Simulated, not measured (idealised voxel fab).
The document below concerns the process module designated voxel capacitor over wiring.
FYI the section here is cut, 280 nm wide, cells are 5 nm squares.
This document writes a cross-section as a grid whose cells are square, and gives it as bands, listed from the top down; one or more rows of cells form a band. A band entry consists of two parts. The first gives the height of the band's top and the height of its bottom, in nm. The rest lists the band's materials from left to right, each with its width in nm. A single material labelled with the word "throughout" fills the band from edge to edge, and the word "empty" marks empty space. Where do heights start? At 0: under that level the wafer as delivered is made of one material only. And the lowest band has no floor; it just carries on downward, as in "0..down". A two-number width, for instance "30->40", indicates that the width is equal to the first number in the top row of the band and to the second number in the bottom row, and that it changes by a constant amount per row of cells. No cell of the cross-section changed in a step that is given as "no change". "Completely sealed voids" contains a list of empty spaces, each no smaller than 8 cells and without an open way to the top, written in the form width x height at distance with the distance from the left edge and all three in nm. Formally, on a step line, whatever follows the settings is a remark that the simulator itself makes on the step. You can add "overlay nm" to a step's line. For a step with a mask, it describes how far the mask lay to the right of its planned position, and a negative number describes a lay to the left.

List of planned process steps
step 1: RECEIVE | material Si
step 2: CONFORMAL_DEP | material SiO2 | thk nm 15
step 3: DIRECTIONAL_DEP | material TiN | thk nm 5
step 4: DIRECTIONAL_DEP | material W | thk nm 15
step 5: PATTERN | tone cover | mask id METAL_1 | material resist | width nm 30 | pitch nm 100 | thk nm 20 | overlay nm 0
step 6: DIRECTIONAL_ETCH | etch materials W | depth nm 15
step 7: DIRECTIONAL_ETCH | etch materials TiN | depth nm 5
step 8: STRIP | etch materials resist
step 9: FILL_DEP | material lowk | thk nm 5
step 10: CMP | height nm 35
step 11: CONFORMAL_DEP | material SiCN | thk nm 5
step 12: DIRECTIONAL_DEP | material lowk | thk nm 20
step 13: DIRECTIONAL_DEP | material aC | thk nm 10
step 14: PATTERN | tone open | mask id PLUG_1 | material resist | width nm 15 | thk nm 30 | overlay nm 0
step 15: DIRECTIONAL_ETCH | etch materials aC | depth nm 10
step 16: STRIP | etch materials resist
step 17: DIRECTIONAL_ETCH | etch materials lowk | depth nm 20
step 18: DIRECTIONAL_ETCH | etch materials SiCN | depth nm 5
step 19: STRIP | etch materials aC
step 20: EPI | material Ru | thk nm 10
step 21: EPI | material Ru | thk nm 10
step 22: EPI | material Ru | thk nm 5
step 23: DIRECTIONAL_DEP | material TiN | thk nm 5
step 24: DIRECTIONAL_DEP | material HfO2 | thk nm 5
step 25: DIRECTIONAL_DEP | material TiN | thk nm 10
step 26: MASKED_ETCH | tone cover | mask id UPPER_PLATE | width nm 75 | etch materials TiN | depth nm 10 | overlay nm 0
step 27: MASKED_ETCH | tone cover | mask id UPPER_PLATE | width nm 75 | etch materials HfO2 | depth nm 5 | overlay nm 0
step 28: DIRECTIONAL_DEP | material aC | thk nm 10
step 29: PATTERN | tone cover | mask id LOWER_PLATE | material resist | width nm 85 | thk nm 30 | overlay nm 0
step 30: DIRECTIONAL_ETCH | etch materials aC | depth nm 10
step 31: STRIP | etch materials resist
step 32: DIRECTIONAL_ETCH | etch materials TiN | depth nm 5
step 33: STRIP | etch materials aC
step 34: FILL_DEP | material SiO2 | thk nm 20
step 35: CMP | height nm 95
step 36: DIRECTIONAL_DEP | material aC | thk nm 15
step 37: PATTERN | tone open | mask id PLUG_2 | material resist | width nm 15 | thk nm 30 | overlay nm 0
step 38: DIRECTIONAL_ETCH | etch materials aC | depth nm 15
step 39: STRIP | etch materials resist
step 40: DIRECTIONAL_ETCH | etch materials SiO2 | depth nm 15
step 41: STRIP | etch materials aC
step 42: CONFORMAL_DEP | material TiN | thk nm 5
step 43: FILL_DEP | material Ru | thk nm 5
step 44: CMP | height nm 95
step 45: CONFORMAL_DEP | material SiCN | thk nm 5

Of two wafers, the first: run according to plan

As-received wafer cross-section (after step 1)
- 0..down = Si throughout
- Completely sealed voids: none

You're looking at a cross-section of the wafer after step 2
- 15..0 = SiO2 throughout
- Heights below 0 show no change.

You're looking at a cross-section of the wafer after step 3
- 20..15 = TiN throughout
- Heights below 15 show no change.

You're looking at a cross-section of the wafer after step 4
- 35..20 = W throughout
- Heights below 20 show no change.

You're looking at a cross-section of the wafer after step 5
- 55..35 = empty 75 nm  resist 30 nm  empty 70 nm  resist 30 nm  empty 75 nm
- Heights below 35 show no change.

You're looking at a cross-section of the wafer after step 6
- 55..35 = empty 75 nm  resist 30 nm  empty 70 nm  resist 30 nm  empty 75 nm
- 35..20 = empty 75 nm  W 30 nm  empty 70 nm  W 30 nm  empty 75 nm
- Heights below 20 show no change.

You're looking at a cross-section of the wafer after step 7
- 55..35 = empty 75 nm  resist 30 nm  empty 70 nm  resist 30 nm  empty 75 nm
- 35..20 = empty 75 nm  W 30 nm  empty 70 nm  W 30 nm  empty 75 nm
- 20..15 = empty 75 nm  TiN 30 nm  empty 70 nm  TiN 30 nm  empty 75 nm
- Heights below 15 show no change.

You're looking at a cross-section of the wafer after step 8
- 35..20 = empty 75 nm  W 30 nm  empty 70 nm  W 30 nm  empty 75 nm
- Heights below 20 show no change.

You're looking at a cross-section of the wafer after step 9
- 40..35 = lowk throughout
- 35..20 = lowk 75 nm  W 30 nm  lowk 70 nm  W 30 nm  lowk 75 nm
- 20..15 = lowk 75 nm  TiN 30 nm  lowk 70 nm  TiN 30 nm  lowk 75 nm
- Heights below 15 show no change.

You're looking at a cross-section of the wafer after step 10
- 35..20 = lowk 75 nm  W 30 nm  lowk 70 nm  W 30 nm  lowk 75 nm
- Heights below 20 show no change.

You're looking at a cross-section of the wafer after step 11
- 40..35 = SiCN throughout
- Heights below 35 show no change.

You're looking at a cross-section of the wafer after step 12
- 60..40 = lowk throughout
- Heights below 40 show no change.

You're looking at a cross-section of the wafer after step 13
- 70..60 = aC throughout
- Heights below 60 show no change.

You're looking at a cross-section of the wafer after step 14
- 100..70 = resist 90 nm  empty 15 nm  resist 175 nm
- Heights below 70 show no change.

You're looking at a cross-section of the wafer after step 15
- 90..70 = resist 90 nm  empty 15 nm  resist 175 nm
- 70..60 = aC 90 nm  empty 15 nm  aC 175 nm
- Heights below 60 show no change.

You're looking at a cross-section of the wafer after step 16
- 70..60 = aC 90 nm  empty 15 nm  aC 175 nm
- Heights below 60 show no change.

You're looking at a cross-section of the wafer after step 17
- 70..60 = aC 90 nm  empty 15 nm  aC 175 nm
- 60..40 = lowk 90 nm  empty 15 nm  lowk 175 nm
- Heights below 40 show no change.

You're looking at a cross-section of the wafer after step 18
- 70..60 = aC 90 nm  empty 15 nm  aC 175 nm
- 60..40 = lowk 90 nm  empty 15 nm  lowk 175 nm
- 40..35 = SiCN 90 nm  empty 15 nm  SiCN 175 nm
- Heights below 35 show no change.

You're looking at a cross-section of the wafer after step 19
- 60..40 = lowk 90 nm  empty 15 nm  lowk 175 nm
- Heights below 40 show no change.

You're looking at a cross-section of the wafer after step 20
- 60..45 = lowk 90 nm  empty 15 nm  lowk 175 nm
- 45..40 = lowk 90 nm  Ru 15 nm  lowk 175 nm
- 40..35 = SiCN 90 nm  Ru 15 nm  SiCN 175 nm
- Heights below 35 show no change.

You're looking at a cross-section of the wafer after step 21
- 60..55 = lowk 90 nm  empty 15 nm  lowk 175 nm
- 55..40 = lowk 90 nm  Ru 15 nm  lowk 175 nm
- Heights below 40 show no change.

You're looking at a cross-section of the wafer after step 22
- 60..40 = lowk 90 nm  Ru 15 nm  lowk 175 nm
- Heights below 40 show no change.

You're looking at a cross-section of the wafer after step 23
- 65..60 = TiN throughout
- Heights below 60 show no change.

You're looking at a cross-section of the wafer after step 24
- 70..65 = HfO2 throughout
- Heights below 65 show no change.

You're looking at a cross-section of the wafer after step 25
- 80..70 = TiN throughout
- Heights below 70 show no change.

You're looking at a cross-section of the wafer after step 26
- 80..70 = empty 90 nm  TiN 75 nm  empty 115 nm
- Heights below 70 show no change.

You're looking at a cross-section of the wafer after step 27
- 80..70 = empty 90 nm  TiN 75 nm  empty 115 nm
- 70..65 = empty 90 nm  HfO2 75 nm  empty 115 nm
- Heights below 65 show no change.

You're looking at a cross-section of the wafer after step 28
- 90..80 = empty 90 nm  aC 75 nm  empty 115 nm
- 80..75 = empty 90 nm  TiN 75 nm  empty 115 nm
- 75..70 = aC 90 nm  TiN 75 nm  aC 115 nm
- 70..65 = aC 90 nm  HfO2 75 nm  aC 115 nm
- Heights below 65 show no change.

You're looking at a cross-section of the wafer after step 29
- 120..90 = empty 85 nm  resist 85 nm  empty 110 nm
- 90..80 = empty 85 nm  resist 5 nm  aC 75 nm  resist 5 nm  empty 110 nm
- 80..75 = empty 85 nm  resist 5 nm  TiN 75 nm  resist 5 nm  empty 110 nm
- Heights below 75 show no change.

You're looking at a cross-section of the wafer after step 30
- 110..90 = empty 85 nm  resist 85 nm  empty 110 nm
- 90..80 = empty 85 nm  resist 5 nm  aC 75 nm  resist 5 nm  empty 110 nm
- 80..75 = empty 85 nm  resist 5 nm  TiN 75 nm  resist 5 nm  empty 110 nm
- 75..70 = empty 85 nm  aC 5 nm  TiN 75 nm  aC 5 nm  empty 110 nm
- 70..65 = empty 85 nm  aC 5 nm  HfO2 75 nm  aC 5 nm  empty 110 nm
- Heights below 65 show no change.

You're looking at a cross-section of the wafer after step 31
- 90..80 = empty 90 nm  aC 75 nm  empty 115 nm
- 80..75 = empty 90 nm  TiN 75 nm  empty 115 nm
- Heights below 75 show no change.

You're looking at a cross-section of the wafer after step 32
- 90..80 = empty 90 nm  aC 75 nm  empty 115 nm
- 80..75 = empty 90 nm  TiN 75 nm  empty 115 nm
- 75..70 = empty 85 nm  aC 5 nm  TiN 75 nm  aC 5 nm  empty 110 nm
- 70..65 = empty 85 nm  aC 5 nm  HfO2 75 nm  aC 5 nm  empty 110 nm
- 65..60 = empty 85 nm  TiN 85 nm  empty 110 nm
- Heights below 60 show no change.

You're looking at a cross-section of the wafer after step 33
- 80..70 = empty 90 nm  TiN 75 nm  empty 115 nm
- 70..65 = empty 90 nm  HfO2 75 nm  empty 115 nm
- Heights below 65 show no change.

You're looking at a cross-section of the wafer after step 34
- 100..80 = SiO2 throughout
- 80..70 = SiO2 90 nm  TiN 75 nm  SiO2 115 nm
- 70..65 = SiO2 90 nm  HfO2 75 nm  SiO2 115 nm
- 65..60 = SiO2 85 nm  TiN 85 nm  SiO2 110 nm
- Heights below 60 show no change.

You're looking at a cross-section of the wafer after step 35
- 95..80 = SiO2 throughout
- Heights below 80 show no change.

You're looking at a cross-section of the wafer after step 36
- 110..95 = aC throughout
- Heights below 95 show no change.

You're looking at a cross-section of the wafer after step 37
- 140..110 = resist 100 nm  empty 15 nm  resist 165 nm
- Heights below 110 show no change.

You're looking at a cross-section of the wafer after step 38
- 125..110 = resist 100 nm  empty 15 nm  resist 165 nm
- 110..95 = aC 100 nm  empty 15 nm  aC 165 nm
- Heights below 95 show no change.

You're looking at a cross-section of the wafer after step 39
- 110..95 = aC 100 nm  empty 15 nm  aC 165 nm
- Heights below 95 show no change.

You're looking at a cross-section of the wafer after step 40
- 110..95 = aC 100 nm  empty 15 nm  aC 165 nm
- 95..80 = SiO2 100 nm  empty 15 nm  SiO2 165 nm
- Heights below 80 show no change.

You're looking at a cross-section of the wafer after step 41
- 95..80 = SiO2 100 nm  empty 15 nm  SiO2 165 nm
- Heights below 80 show no change.

You're looking at a cross-section of the wafer after step 42
- 100..95 = TiN 105 nm  empty 5 nm  TiN 170 nm
- 95..85 = SiO2 100 nm  TiN 5 nm  empty 5 nm  TiN 5 nm  SiO2 165 nm
- 85..80 = SiO2 100 nm  TiN 15 nm  SiO2 165 nm
- Heights below 80 show no change.

You're looking at a cross-section of the wafer after step 43
- 105..100 = Ru throughout
- 100..95 = TiN 105 nm  Ru 5 nm  TiN 170 nm
- 95..85 = SiO2 100 nm  TiN 5 nm  Ru 5 nm  TiN 5 nm  SiO2 165 nm
- Heights below 85 show no change.

You're looking at a cross-section of the wafer after step 44
- 95..85 = SiO2 100 nm  TiN 5 nm  Ru 5 nm  TiN 5 nm  SiO2 165 nm
- Heights below 85 show no change.

You're looking at a cross-section of the wafer after step 45
- 100..95 = SiCN throughout
- Heights below 95 show no change.

Second wafer. Start and plan as for the first. One mistake made in running. Agrees with the first up to and including step 16

Planned end of step 17: second wafer, cross-section
- 70..60 = aC 90 nm  empty 15 nm  aC 175 nm
- 60..45 = lowk 90 nm  empty 15 nm  lowk 175 nm
- Heights below 45 show no change.

Planned end of step 18: second wafer, cross-section: no change

Planned end of step 19: second wafer, cross-section
- 60..45 = lowk 90 nm  empty 15 nm  lowk 175 nm
- Heights below 45 show no change.

Planned end of step 20: second wafer, cross-section: no change

Planned end of step 21: second wafer, cross-section: no change

Planned end of step 22: second wafer, cross-section: no change

Planned end of step 23: second wafer, cross-section
- 65..60 = TiN 90 nm  empty 15 nm  TiN 175 nm
- 60..50 = lowk 90 nm  empty 15 nm  lowk 175 nm
- 50..45 = lowk 90 nm  TiN 15 nm  lowk 175 nm
- Heights below 45 show no change.

Planned end of step 24: second wafer, cross-section
- 70..65 = HfO2 90 nm  empty 15 nm  HfO2 175 nm
- 65..60 = TiN 90 nm  empty 15 nm  TiN 175 nm
- 60..55 = lowk 90 nm  empty 15 nm  lowk 175 nm
- 55..50 = lowk 90 nm  HfO2 15 nm  lowk 175 nm
- Heights below 50 show no change.

Planned end of step 25: second wafer, cross-section
- 80..70 = TiN 90 nm  empty 15 nm  TiN 175 nm
- 70..65 = HfO2 90 nm  empty 15 nm  HfO2 175 nm
- 65..60 = TiN throughout
- 60..55 = lowk 90 nm  TiN 15 nm  lowk 175 nm
- Heights below 55 show no change.

Planned end of step 26: second wafer, cross-section
- 80..70 = empty 105 nm  TiN 60 nm  empty 115 nm
- Heights below 70 show no change.

Planned end of step 27: second wafer, cross-section
- 80..70 = empty 105 nm  TiN 60 nm  empty 115 nm
- 70..65 = empty 105 nm  HfO2 60 nm  empty 115 nm
- Heights below 65 show no change.

Planned end of step 28: second wafer, cross-section
- 90..80 = empty 105 nm  aC 60 nm  empty 115 nm
- 80..75 = empty 105 nm  TiN 60 nm  empty 115 nm
- 75..70 = aC 105 nm  TiN 60 nm  aC 115 nm
- 70..65 = aC 105 nm  HfO2 60 nm  aC 115 nm
- Heights below 65 show no change.

Planned end of step 29: second wafer, cross-section
- 120..90 = empty 85 nm  resist 85 nm  empty 110 nm
- 90..80 = empty 85 nm  resist 20 nm  aC 60 nm  resist 5 nm  empty 110 nm
- 80..75 = empty 85 nm  resist 20 nm  TiN 60 nm  resist 5 nm  empty 110 nm
- Heights below 75 show no change.

Planned end of step 30: second wafer, cross-section
- 110..90 = empty 85 nm  resist 85 nm  empty 110 nm
- 90..80 = empty 85 nm  resist 20 nm  aC 60 nm  resist 5 nm  empty 110 nm
- 80..75 = empty 85 nm  resist 20 nm  TiN 60 nm  resist 5 nm  empty 110 nm
- 75..70 = empty 85 nm  aC 20 nm  TiN 60 nm  aC 5 nm  empty 110 nm
- 70..65 = empty 85 nm  aC 20 nm  HfO2 60 nm  aC 5 nm  empty 110 nm
- Heights below 65 show no change.

Planned end of step 31: second wafer, cross-section
- 90..80 = empty 105 nm  aC 60 nm  empty 115 nm
- 80..75 = empty 105 nm  TiN 60 nm  empty 115 nm
- Heights below 75 show no change.

Planned end of step 32: second wafer, cross-section
- 90..80 = empty 105 nm  aC 60 nm  empty 115 nm
- 80..75 = empty 105 nm  TiN 60 nm  empty 115 nm
- 75..70 = empty 85 nm  aC 20 nm  TiN 60 nm  aC 5 nm  empty 110 nm
- 70..65 = empty 85 nm  aC 20 nm  HfO2 60 nm  aC 5 nm  empty 110 nm
- 65..60 = empty 85 nm  TiN 85 nm  empty 110 nm
- Heights below 60 show no change.

Planned end of step 33: second wafer, cross-section
- 80..70 = empty 105 nm  TiN 60 nm  empty 115 nm
- 70..65 = empty 105 nm  HfO2 60 nm  empty 115 nm
- Heights below 65 show no change.

Planned end of step 34: second wafer, cross-section
- 100..80 = SiO2 throughout
- 80..70 = SiO2 105 nm  TiN 60 nm  SiO2 115 nm
- 70..65 = SiO2 105 nm  HfO2 60 nm  SiO2 115 nm
- 65..60 = SiO2 85 nm  TiN 85 nm  SiO2 110 nm
- Heights below 60 show no change.

Planned end of step 35: second wafer, cross-section
- 95..80 = SiO2 throughout
- Heights below 80 show no change.

Planned end of step 36: second wafer, cross-section
- 110..95 = aC throughout
- Heights below 95 show no change.

Planned end of step 37: second wafer, cross-section
- 140..110 = resist 100 nm  empty 15 nm  resist 165 nm
- Heights below 110 show no change.

Planned end of step 38: second wafer, cross-section
- 125..110 = resist 100 nm  empty 15 nm  resist 165 nm
- 110..95 = aC 100 nm  empty 15 nm  aC 165 nm
- Heights below 95 show no change.

Planned end of step 39: second wafer, cross-section
- 110..95 = aC 100 nm  empty 15 nm  aC 165 nm
- Heights below 95 show no change.

Planned end of step 40: second wafer, cross-section
- 110..95 = aC 100 nm  empty 15 nm  aC 165 nm
- 95..80 = SiO2 100 nm  empty 15 nm  SiO2 165 nm
- Heights below 80 show no change.

Planned end of step 41: second wafer, cross-section
- 95..80 = SiO2 100 nm  empty 15 nm  SiO2 165 nm
- Heights below 80 show no change.

Planned end of step 42: second wafer, cross-section
- 100..95 = TiN 105 nm  empty 5 nm  TiN 170 nm
- 95..85 = SiO2 100 nm  TiN 5 nm  empty 5 nm  TiN 5 nm  SiO2 165 nm
- 85..80 = SiO2 100 nm  TiN 15 nm  SiO2 165 nm
- Heights below 80 show no change.

Planned end of step 43: second wafer, cross-section
- 105..100 = Ru throughout
- 100..95 = TiN 105 nm  Ru 5 nm  TiN 170 nm
- 95..85 = SiO2 100 nm  TiN 5 nm  Ru 5 nm  TiN 5 nm  SiO2 165 nm
- Heights below 85 show no change.

Planned end of step 44: second wafer, cross-section
- 95..85 = SiO2 100 nm  TiN 5 nm  Ru 5 nm  TiN 5 nm  SiO2 165 nm
- Heights below 85 show no change.

Planned end of step 45: second wafer, cross-section
- 100..95 = SiCN throughout
- Heights below 95 show no change.
Finding, execution versus plan: step 17 was processed under conditions differing from the plan, specifically as DIRECTIONAL_ETCH | etch materials lowk | depth nm 15
The second wafer ends with more or fewer cells of some materials than the first, per final count: Ru -15 | SiCN +3 | SiO2 +9 | lowk +3
